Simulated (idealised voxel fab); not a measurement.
Title: Process Module voxel capacitor over wiring
Displayed cross-section: cut, width of 205 nm, square cells sized 5 nm.
For the purposes of this document, a cross-section shall be understood as a grid of square cells, specified as bands listed in top-to-bottom order, each band consisting of one or more rows of cells. Within each band entry, the heights of the top and of the bottom of the band appear first, in that order and in nm; the materials of the band then follow from left to right, each with its corresponding width in nm. The designation "all across" on a single material indicates that it fills the band from edge to edge; the designation "blank" indicates empty space. Height 0 is the level under which the wafer as received is all one material. The lowest band goes on downwards, as in "z 0 and below". A width such as "30 to 40" changes by the same amount from each row of cells to the next, from the band's top row to its bottom row. Take "nothing was modified" at face value: in the step it is given for, the cross-section changed in none of its cells. "Cavities, closed" specifies each empty space that is not open to the top and that occupies no fewer than 8 cells, using the form width x height at distance, the distance measured from the left edge and all three quantities in nm. On a step's line, text after the settings is the simulator commenting on that step. On any step carrying a mask, the "overlay nm" setting, if present on the step's line, tells how far right of its planned place the mask lay; negative values point to the left.
Intended process steps:
step 1: RECEIVE | material Si
step 2: CONFORMAL_DEP | material SiO2 | thk nm 10
step 3: CONFORMAL_DEP | material SiN | thk nm 5
step 4: DIRECTIONAL_DEP | material lowk | thk nm 20
step 5: DIRECTIONAL_DEP | material aC | thk nm 10
step 6: PATTERN | tone open | mask id METAL_1 | material resist | width nm 20 | pitch nm 70 | thk nm 25 | overlay nm 0
step 7: DIRECTIONAL_ETCH | etch materials aC | depth nm 10
step 8: STRIP | etch materials resist
step 9: DIRECTIONAL_ETCH | etch materials lowk | depth nm 20
step 10: DIRECTIONAL_ETCH | etch materials SiN | depth nm 5
step 11: STRIP | etch materials aC
step 12: CONFORMAL_DEP | material TiN | thk nm 5
step 13: FILL_DEP | material Cu | thk nm 10
step 14: CMP | height nm 35
step 15: CONFORMAL_DEP | material SiCN | thk nm 5
step 16: DIRECTIONAL_DEP | material SiO2 | thk nm 15
step 17: DIRECTIONAL_DEP | material aC | thk nm 15
step 18: PATTERN | tone open | mask id PLUG_1 | material resist | width nm 15 | thk nm 30 | overlay nm 0
step 19: DIRECTIONAL_ETCH | etch materials aC | depth nm 15
step 20: STRIP | etch materials resist
step 21: DIRECTIONAL_ETCH | etch materials SiO2 | depth nm 15
step 22: DIRECTIONAL_ETCH | etch materials SiCN | depth nm 5
step 23: STRIP | etch materials aC
step 24: EPI | material Ru | thk nm 10
step 25: EPI | material Ru | thk nm 10
step 26: DIRECTIONAL_DEP | material TiN | thk nm 10
step 27: DIRECTIONAL_DEP | material SiN | thk nm 5
step 28: DIRECTIONAL_DEP | material TiN | thk nm 10
step 29: DIRECTIONAL_DEP | material aC | thk nm 15
step 30: PATTERN | tone cover | mask id UPPER_PLATE | material resist | width nm 55 | thk nm 35 | overlay nm 0
step 31: DIRECTIONAL_ETCH | etch materials aC | depth nm 15
step 32: STRIP | etch materials resist
step 33: DIRECTIONAL_ETCH | etch materials TiN | depth nm 10
step 34: DIRECTIONAL_ETCH | etch materials SiN | depth nm 5
step 35: STRIP | etch materials aC
step 36: MASKED_ETCH | tone cover | mask id LOWER_PLATE | width nm 65 | etch materials TiN | depth nm 10 | overlay nm 0
step 37: FILL_DEP | material SiO2 | thk nm 20
step 38: CMP | height nm 95
step 39: MASKED_ETCH | tone open | mask id PLUG_2 | width nm 15 | etch materials SiO2 | depth nm 15 | overlay nm 0
step 40: CONFORMAL_DEP | material TiN | thk nm 5
step 41: FILL_DEP | material Cu | thk nm 5
step 42: CMP | height nm 95
step 43: CONFORMAL_DEP | material SiCN | thk nm 5
This is the cross-section of the wafer as we received it, i.e. after step 1:
- z 0 and below: Si all across
- Cavities, closed: none
Look at the cross-section after the module: the wafer started out the way shown above and the plan was the one shown above, yet one mistake was made along the way:
- z 100 to 95: SiCN all across
- z 95 to 85: SiO2: 70 | TiN: 5 | Cu: 5 | TiN: 5 | SiO2: 120
- z 85 to 80: SiO2: 70 | TiN: 15 | SiO2: 120
- z 80 to 70: SiO2: 65 | TiN: 45 | SiO2: 95
- z 70 to 65: SiO2: 65 | SiN: 45 | SiO2: 95
- z 65 to 55: SiO2: 55 | TiN: 65 | SiO2: 85
- z 55 to 40: SiO2: 60 | Ru: 15 | SiO2: 130
- z 40 to 35: SiCN: 60 | Ru: 15 | SiCN: 130
- z 35 to 15: lowk: 55 | TiN: 5 | Cu: 10 | TiN: 5 | lowk: 50 | TiN: 5 | Cu: 10 | TiN: 5 | lowk: 60
- z 15 to 10: SiN: 55 | TiN: 20 | SiN: 50 | TiN: 20 | SiN: 60
- z 10 to 0: SiO2 all across
- z 0 and below: Si all across
- Cavities, closed: none
It is concluded that the wafer was processed incorrectly with respect to the plan, in that step 30 off recipe, ran as PATTERN | tone cover | mask id UPPER_PLATE | material resist | width nm 45 | thk nm 35 | overlay nm 0
